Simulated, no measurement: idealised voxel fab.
Process module in this document: voxel fin reveal
Each square cell in cross-section cut measures 5 nm, and the section as a whole is 170 nm wide.
Notation: cross-section as square-cell grid; stated in bands, top first, going down; one or more cell rows per band.
Band: top height; bottom height; in nm. Then, left to right: material with width in nm, for each material. "edge to edge": a single material spanning edge to edge. "blank": empty space.
Ref level 0: as-received wafer is one material below here. Bottom band extends down with no lower bound ("0 nm and below").
Note: "30->40" means the width goes from the first number (top row of the band) to the second number (bottom row) in equal steps per row of cells.
"nothing altered", as given for a step, is the statement that not any cell of the cross-section underwent a change during that step.
"Cavities, closed" contains a list of empty spaces, each no smaller than 8 cells and without an open way to the top, written in the form width x height at distance with the distance from the left edge and all three in nm.
after a step's settings: what the simulator itself notes on the step
For masked steps, "overlay nm" on the step line gives how far right of plan the mask actually lay; a minus sign means it lay to the left.
The process steps that were planned are listed below:
1: RECEIVE | material Si
2: CONFORMAL_DEP | material SiN | thk nm 5
3: PATTERN | tone cover | mask id FINS | material resist | width nm 15 | pitch nm 40 | thk nm 20 | overlay nm -15
4: DIRECTIONAL_ETCH | etch materials SiN | depth nm 5
5: DIRECTIONAL_ETCH | etch materials Si | depth nm 35
6: STRIP | etch materials resist
7: FILL_DEP | material SiO2 | thk nm 15
8: CMP | height nm 5
9: SELECTIVE_ETCH | etch materials SiO2 | depth nm 20
10: STRIP | etch materials SiN
It is noted that the wafers described herein are identical at the outset and are distinguished by the overlay nm of step 3; the value stated in the plan corresponds to the first wafer.
Received condition of the first of several wafers, sectioned: post-step 1:
- 0 nm and below = Si edge to edge
- Cavities, closed: none
Once step 10, the last step, is complete, the module is at its end; this is the cross-section of the first of several wafers:
- 0 nm to -15 nm = blank 40 | Si 15 | blank 25 | Si 15 | blank 75
- -15 nm to -35 nm = SiO2 40 | Si 15 | SiO2 25 | Si 15 | SiO2 75
- -35 nm and below = Si edge to edge
- Cavities, closed: none
Here's the last wafer cross-sectioned at the end of the module:
- 0 nm to -15 nm = blank 70 | Si 15 | blank 25 | Si 15 | blank 45
- -15 nm to -35 nm = SiO2 70 | Si 15 | SiO2 25 | Si 15 | SiO2 45
- -35 nm and below = Si edge to edge
- Cavities, closed: none
Quick key for the table: a row per wafer, taken at the end of the module. For each material it tells you how many cells the wafer gained (+) or lost (-) since it came in, and the closed voids come after:
overlay nm -15 | -196 Si | +112 SiO2 | Cavities, closed: none
overlay nm -10 | -196 Si | +112 SiO2 | Cavities, closed: none
overlay nm -5 | -196 Si | +112 SiO2 | Cavities, closed: none
overlay nm 0 | -196 Si | +112 SiO2 | Cavities, closed: none
overlay nm 5 | -196 Si | +112 SiO2 | Cavities, closed: none
overlay nm 10 | -196 Si | +112 SiO2 | Cavities, closed: none
overlay nm 15 | -196 Si | +112 SiO2 | Cavities, closed: none
